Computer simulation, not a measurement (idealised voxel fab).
process module | voxel self aligned contacts
cross-section cut | 235 nm wide | cells 5 nm
A cross-section is a grid of square cells, given in bands from the top down. A band is one or more rows of cells.
Each band's line starts with the height of the band's top and of its bottom, in nm. Then come its materials from left to right, each with its width in nm. One material with "throughout" fills the band from edge to edge. "air" is empty space.
Height 0 is the level under which the wafer as received is all one material. The lowest band goes on downwards, as in "0 down".
A width such as "30 to 40" changes by the same amount from each row of cells to the next, from the band's top row to its bottom row.
"no change" after a step means that no cell of the cross-section changed.
closed voids: empty space of 8 cells or more with no open way to the top, each as width x height at its distance from the left edge, in nm
after a step's settings: what the simulator itself notes on the step
overlay nm, on a step with a mask: how far to the right of its planned place the mask lay; to the left if negative
plan
1 op RECEIVE | material Si
2 op CONFORMAL_DEP | material SiO2 | thk nm 5
3 op DIRECTIONAL_DEP | material polySi | thk nm 30
4 op DIRECTIONAL_DEP | material SiN | thk nm 20
5 op DIRECTIONAL_DEP | material aC | thk nm 15
6 op PATTERN | tone cover | mask id GATE | material resist | width nm 25 | pitch nm 60 | thk nm 30 | overlay nm 0
7 op DIRECTIONAL_ETCH | etch materials aC | depth nm 15
8 op STRIP | etch materials resist
9 op DIRECTIONAL_ETCH | etch materials SiN | depth nm 20
10 op DIRECTIONAL_ETCH | etch materials polySi | depth nm 30
11 op STRIP | etch materials aC
12 op CONFORMAL_DEP | material SiN | thk nm 10
13 op DIRECTIONAL_ETCH | etch materials SiN | depth nm 10
14 op FILL_DEP | material SiO2 | thk nm 15
15 op CMP | height nm 65
16 op MASKED_ETCH | tone open | mask id CONTACT | width nm 45 | pitch nm 60 | etch materials SiO2 | depth nm 65 | overlay nm 0
17 op CONFORMAL_DEP | material TiN | thk nm 5
18 op FILL_DEP | material W | thk nm 5
19 op CMP | height nm 65
20 op CONFORMAL_DEP | material SiN | thk nm 5
as received, after step 1
  0 down: Si throughout
  closed voids: none
a wafer at the end: this start, this plan, one mistake
  70 to 65: SiN throughout
  65 to 55: SiO2 65 | TiN 5 to 20 | W 35 to 5 | TiN 5 to 20 | SiO2 15 | TiN 5 to 20 | W 35 to 5 | TiN 5 to 20 | SiO2 65
  55 to 35: SiO2 35 | SiN 45 | TiN 5 | W 5 | TiN 5 | SiN 45 | TiN 5 | W 5 | TiN 5 | SiN 45 | SiO2 35
  35 to 20: SiO2 35 | SiN 10 | polySi 25 | SiN 10 | TiN 5 | W 5 | TiN 5 | SiN 10 | polySi 25 | SiN 10 | TiN 5 | W 5 | TiN 5 | SiN 10 | polySi 25 | SiN 10 | SiO2 35
  20 to 15: SiO2 35 | SiN 10 | polySi 25 | SiN 10 | TiN 15 | SiN 10 | polySi 25 | SiN 10 | TiN 15 | SiN 10 | polySi 25 | SiN 10 | SiO2 35
  15 to 5: SiN 45 | polySi 25 | SiN 35 | polySi 25 | SiN 35 | polySi 25 | SiN 45
  5 to 0: SiO2 throughout
  0 down: Si throughout
  closed voids: none
what went wrong: steps 12 and 13 were swapped
